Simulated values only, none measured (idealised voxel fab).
process module | voxel ribs on slabs
cross-section cut | 285 nm wide | cells 5 nm
A cross-section is a grid of square cells, given in bands from the top down. A band is one or more rows of cells.
Each band's line starts with the height of the band's top and of its bottom, in nm. Then come its materials from left to right, each with its width in nm. One material with "throughout" fills the band from edge to edge. "air" is empty space.
Height 0 is the level under which the wafer as received is all one material. The lowest band goes on downwards, as in "0 down".
A width such as "30 to 40" changes by the same amount from each row of cells to the next, from the band's top row to its bottom row.
"no change" after a step means that no cell of the cross-section changed.
closed voids: empty space of 8 cells or more with no open way to the top, each as width x height at its distance from the left edge, in nm
after a step's settings: what the simulator itself notes on the step
overlay nm, on a step with a mask: how far to the right of its planned place the mask lay; to the left if negative
plan
1 op RECEIVE | material Si
2 op DIRECTIONAL_DEP | material SiO2 | thk nm 20
3 op DIRECTIONAL_DEP | material SiN | thk nm 20
4 op MASKED_ETCH | tone cover | mask id RIB | width nm 20 | etch materials SiN | depth nm 10 | overlay nm 0
5 op PATTERN | tone cover | mask id SLAB | material resist | width nm 60 | thk nm 20 | overlay nm 0
6 op DIRECTIONAL_ETCH | etch materials SiN | depth nm 10
7 op STRIP | etch materials resist
8 op FILL_DEP | material SiO2 | thk nm 20
9 op CMP | height nm 55
10 op DIRECTIONAL_DEP | material W | thk nm 10
11 op MASKED_ETCH | tone cover | mask id HEATER | width nm 30 | etch materials W | depth nm 10 | overlay nm 0
12 op CONFORMAL_DEP | material SiO2 | thk nm 10
as received, after step 1
  0 down: Si throughout
  closed voids: none
first wafer at the end, as planned
  75 to 65: air 115 | SiO2 50 | air 120
  65 to 55: SiO2 125 | W 30 | SiO2 130
  55 to 40: SiO2 throughout
  40 to 30: SiO2 130 | SiN 20 | SiO2 135
  30 to 20: SiO2 110 | SiN 60 | SiO2 115
  20 to 0: SiO2 throughout
  0 down: Si throughout
  closed voids: none
second wafer at the end: like start, like plan, one mistake
  75 to 65: air 115 | SiO2 50 | air 120
  65 to 55: SiO2 125 | W 30 | SiO2 130
  55 to 50: SiO2 130 | SiN 20 | SiO2 135
  50 to 40: SiO2 110 | SiN 60 | SiO2 115
  40 to 20: SiN throughout
  20 to 0: SiO2 throughout
  0 down: Si throughout
  closed voids: none
what went wrong: step 3 was run twice
at the end the second wafer has, in cells: 224 more of SiN | 224 fewer of SiO2
